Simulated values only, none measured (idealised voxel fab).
process module | voxel released beams
Cross-section cut spans 145 nm and uses square cells 5 nm in size.
Cross-section = grid of square cells, listed top down in bands; band = one or more rows.
The entry gives the band's vertical extent as a top height and a bottom height in nm, then its horizontal make-up as materials from left to right, each with a width in nm. "empty" stands for empty space; a single material marked "edge to edge" fills the band edge to edge.
Convention: height 0 is the level below which the wafer, as received, is all one material. The lowest band does not terminate at the bottom but continues downward, represented as "top 0, no bottom".
When a width is written as two numbers, as in "30->40", the first number is the width in the top row of cells of the band and the second is the width in its bottom row, and the width changes by the same amount from each row to the next.
"remained unchanged" for a step: no cell of the cross-section changed in that step.
Closed empty spaces (no open way to the top) of 8 cells or more are what "Enclosed voids" lists, each as width x height at distance from the left edge, nm for all three.
What comes after the settings on a step's line is commentary from the simulator itself on that step.
overlay nm: where the mask lay relative to plan, measured to the right, on steps with a mask; negatives go left.
# Intended process steps
| 1 | RECEIVE | material Si |
| 2 | CONFORMAL_DEP | material Al2O3 | thk nm 5 |
| 3 | DIRECTIONAL_DEP | material SiO2 | thk nm 20 |
| 4 | MASKED_ETCH | tone open | mask id ANCHOR | width nm 35 | etch materials SiO2 | depth nm 20 | overlay nm 0 |
| 5 | CONFORMAL_DEP | material polySi | thk nm 15 |
| 6 | MASKED_ETCH | tone cover | mask id BEAM | width nm 90 | etch materials polySi | depth nm 15 | overlay nm 0 |
| 7 | STRIP | etch materials SiO2 |
It is noted that the wafers described herein are identical at the outset and are distinguished by the width nm of step 4; the value stated in the plan corresponds to the first wafer.
# The first of several wafers, as received after step 1, seen in section
  top 0, no bottom  Si edge to edge
  Enclosed voids: none
# Here is the cross-section of the first of several wafers at the end of the module, after its last step, step 7
  top 40, bottom 25  empty 25 nm, polySi 25 nm, empty 5 nm, polySi 60 nm, empty 30 nm
  top 25, bottom 20  empty 35 nm, polySi 15 nm, empty 5 nm, polySi 15 nm, empty 75 nm
  top 20, bottom 5  empty 35 nm, polySi 35 nm, empty 75 nm
  top 5, bottom 0  Al2O3 edge to edge
  top 0, no bottom  Si edge to edge
  Enclosed voids: none
# Cross-section of the final wafer among several, taken at the end of the module
  top 40, bottom 25  empty 25 nm, polySi 15 nm, empty 30 nm, polySi 45 nm, empty 30 nm
  top 25, bottom 20  empty 25 nm, polySi 15 nm, empty 30 nm, polySi 15 nm, empty 60 nm
  top 20, bottom 5  empty 25 nm, polySi 60 nm, empty 60 nm
  top 5, bottom 0  Al2O3 edge to edge
  top 0, no bottom  Si edge to edge
  Enclosed voids: none
# Heads up, this table goes wafer by wafer. A row tells you, at the end of the module, how many cells of each material that wafer has put on (+) or dropped (-) since it was received, and then its closed voids
width nm 35; +29 Al2O3; +78 polySi; Enclosed voids: none
width nm 40; +29 Al2O3; +78 polySi; Enclosed voids: none
width nm 45; +29 Al2O3; +78 polySi; Enclosed voids: none
width nm 50; +29 Al2O3; +78 polySi; Enclosed voids: none
width nm 55; +29 Al2O3; +78 polySi; Enclosed voids: none
width nm 60; +29 Al2O3; +78 polySi; Enclosed voids: none
